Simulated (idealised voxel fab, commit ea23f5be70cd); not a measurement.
Proc. module: voxel lift off
The cross-section on display is named cut; it measures 250 nm wide, and its cells are 5 nm squares.
Bands, listed from the top down, are how a cross-section gets written in this document; the cross-section itself is a grid of square cells, and a band is one or more rows of them. Heights first: top, then bottom, in nm. Then materials, left to right, each with a width in nm. "everywhere" on a single material: fills the band edge to edge. "blank": empty space. Beneath 0, the wafer as received is one material, and that level is where height counting begins. The lowest band goes on downward without a bottom; it is written like "0 and below". When a width is written as two numbers, as in "30->40", the first number is the width in the top row of cells of the band and the second is the width in its bottom row, and the width changes by the same amount from each row to the next. What does "remained unchanged" mean for a step? It means no cell of the cross-section changed in that step. What "Enclosed void inventory" gives you is every empty space of 8 cells or more that is cut off from the top. Each appears as width x height at distance, with the distance taken from the left edge and width, height and distance all in nm. Formally, on a step line, whatever follows the settings is a remark that the simulator itself makes on the step. Regarding "overlay nm": on a step with a mask, it is the distance the mask lay to the right of its planned place; a negative value places it to the left.

## The process steps that were planned are listed below
1,RECEIVE with material Si
2,CONFORMAL_DEP with material SiN, thk nm 15
3,PATTERN with tone open, mask id LINES, material resist, width nm 20, pitch nm 50, thk nm 20, overlay nm 0
4,DIRECTIONAL_DEP with material Ru, thk nm 10
5,STRIP with etch materials resist
6,CONFORMAL_DEP with material SiCN, thk nm 5

## As received (post step 1): cross-section
- 0 and below = Si everywhere
- Enclosed void inventory: none

## End-of-module cross-section. Starting structure and process plan as above; one mistake made in running it
- 45 down to 40 = blank 85, then SiCN 30, then blank 20, then SiCN 30, then blank 85
- 40 down to 35 = blank 85, then SiCN 5, then Ru 20, then SiCN 5, then blank 20, then SiCN 5, then Ru 20, then SiCN 5, then blank 85
- 35 down to 30 = SiCN 90, then Ru 20, then SiCN 30, then Ru 20, then SiCN 90
- 30 down to 0 = SiN everywhere
- 0 and below = Si everywhere
- Enclosed void inventory: none
Want to know what went wrong? regarding the plan, step 2 was run twice
